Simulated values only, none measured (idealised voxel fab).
process module | voxel ribs on slabs
cross-section cut | 270 nm wide | cells 5 nm
A cross-section is a grid of square cells, given in bands from the top down. A band is one or more rows of cells.
Each band's line starts with the height of the band's top and of its bottom, in nm. Then come its materials from left to right, each with its width in nm. One material with "throughout" fills the band from edge to edge. "air" is empty space.
Height 0 is the level under which the wafer as received is all one material. The lowest band goes on downwards, as in "0 down".
A width such as "30 to 40" changes by the same amount from each row of cells to the next, from the band's top row to its bottom row.
"no change" after a step means that no cell of the cross-section changed.
closed voids: empty space of 8 cells or more with no open way to the top, each as width x height at its distance from the left edge, in nm
after a step's settings: what the simulator itself notes on the step
overlay nm, on a step with a mask: how far to the right of its planned place the mask lay; to the left if negative
plan
1 op RECEIVE | material Si
2 op DIRECTIONAL_DEP | material SiO2 | thk nm 25
3 op DIRECTIONAL_DEP | material polySi | thk nm 25
4 op DIRECTIONAL_DEP | material aC | thk nm 15
5 op PATTERN | tone cover | mask id RIB | material resist | width nm 15 | thk nm 35 | overlay nm 0
6 op DIRECTIONAL_ETCH | etch materials aC | depth nm 15
7 op STRIP | etch materials resist
8 op DIRECTIONAL_ETCH | etch materials polySi | depth nm 15
9 op STRIP | etch materials aC
10 op PATTERN | tone cover | mask id SLAB | material resist | width nm 75 | thk nm 20 | overlay nm -15
11 op DIRECTIONAL_ETCH | etch materials polySi | depth nm 10
12 op STRIP | etch materials resist
13 op FILL_DEP | material SiO2 | thk nm 20
14 op CMP | height nm 60
15 op DIRECTIONAL_DEP | material W | thk nm 5
16 op DIRECTIONAL_DEP | material aC | thk nm 10
17 op PATTERN | tone cover | mask id HEATER | material resist | width nm 25 | thk nm 30 | overlay nm 0
18 op DIRECTIONAL_ETCH | etch materials aC | depth nm 10
19 op STRIP | etch materials resist
20 op DIRECTIONAL_ETCH | etch materials W | depth nm 5
21 op STRIP | etch materials aC
22 op CONFORMAL_DEP | material SiO2 | thk nm 5
varied across the wafers: overlay nm of step 10. The plan shows the first wafer's value. All wafers start alike
first wafer as received, after step 1
  0 down: Si throughout
  closed voids: none
each wafer at the end: cells of each material gained (+) or lost (-) since it was received, then its closed voids
overlay nm -15 | +665 SiO2 | +5 W | +39 polySi | closed voids: none
overlay nm -10 | +665 SiO2 | +5 W | +39 polySi | closed voids: none
overlay nm -5 | +665 SiO2 | +5 W | +39 polySi | closed voids: none
overlay nm 0 | +665 SiO2 | +5 W | +39 polySi | closed voids: none
overlay nm 5 | +665 SiO2 | +5 W | +39 polySi | closed voids: none
overlay nm 10 | +665 SiO2 | +5 W | +39 polySi | closed voids: none
overlay nm 15 | +665 SiO2 | +5 W | +39 polySi | closed voids: none
